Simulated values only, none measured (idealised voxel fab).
The process module that follows is named voxel trench capacitor.
In the cross-section labelled cut, the width is 245 nm and each square cell is 5 nm.
We lay out every cross-section as a grid of square cells and spell it out in bands from the top down, where one band means one or more rows of cells. Read a band's entry like this: the first values are the height of its top and the height of its bottom in nm, and what follows is the sequence of materials from left to right, each with its width in nm. Note that "empty" is empty space, and that a single material marked "edge to edge" reaches across the band from edge to edge. Heights from 0 (as-received wafer is one material below). Bottom band endless downward, as "from 0 down". So if you see something like "30 to 40" for the width, read it as the top row of the band sitting at the first number and the bottom row at the second, with every row in between moving by the same amount as the last. Step note "remained unchanged" = no cross-section cell changed. "Closed empty spaces" means: voids of 8 cells or more that are shut off from the top with no open way through. Written width x height at distance, distance from the left edge, in nm. Past the settings on a step's line: simulator remark, on that step. Regarding "overlay nm": on a step with a mask, it is the distance the mask lay to the right of its planned place; a negative value places it to the left.
The planned process steps are enumerated hereunder:
step 1: RECEIVE with material Si
step 2: CONFORMAL_DEP with material SiN, thk nm 5
step 3: PATTERN with tone open, mask id TRENCH, material resist, width nm 25, pitch nm 40, thk nm 20, overlay nm 0
step 4: DIRECTIONAL_ETCH with etch materials SiN, depth nm 5
step 5: DIRECTIONAL_ETCH with etch materials Si, depth nm 40
step 6: STRIP with etch materials resist
step 7: CONFORMAL_DEP with material Al2O3, thk nm 5
step 8: CONFORMAL_DEP with material TiN, thk nm 5
step 9: FILL_DEP with material W, thk nm 10
step 10: CMP with height nm 5
Wafer cross-section on receipt, i.e. after step 1:
  from 0 down: Si edge to edge
  Closed empty spaces: none
Starting structure and process plan are as shown above, but one mistake was made in running the module; the wafer cross-section at the end of the module follows:
  from 5 to 0: SiN: 75, Al2O3: 5, TiN: 5, Al2O3: 5, SiN: 25, Al2O3: 5, TiN: 5, Al2O3: 5, SiN: 25, Al2O3: 5, TiN: 5, Al2O3: 5, SiN: 75
  from 0 to -35: Si: 75, Al2O3: 5, TiN: 5, Al2O3: 5, Si: 25, Al2O3: 5, TiN: 5, Al2O3: 5, Si: 25, Al2O3: 5, TiN: 5, Al2O3: 5, Si: 75
  from -35 to -40: Si: 75, Al2O3: 15, Si: 25, Al2O3: 15, Si: 25, Al2O3: 15, Si: 75
  from -40 down: Si edge to edge
  Closed empty spaces: none
Want to know what went wrong? rather than as planned, step 3 actually ran as PATTERN with tone open, mask id TRENCH, material resist, width nm 15, pitch nm 40, thk nm 20, overlay nm 0
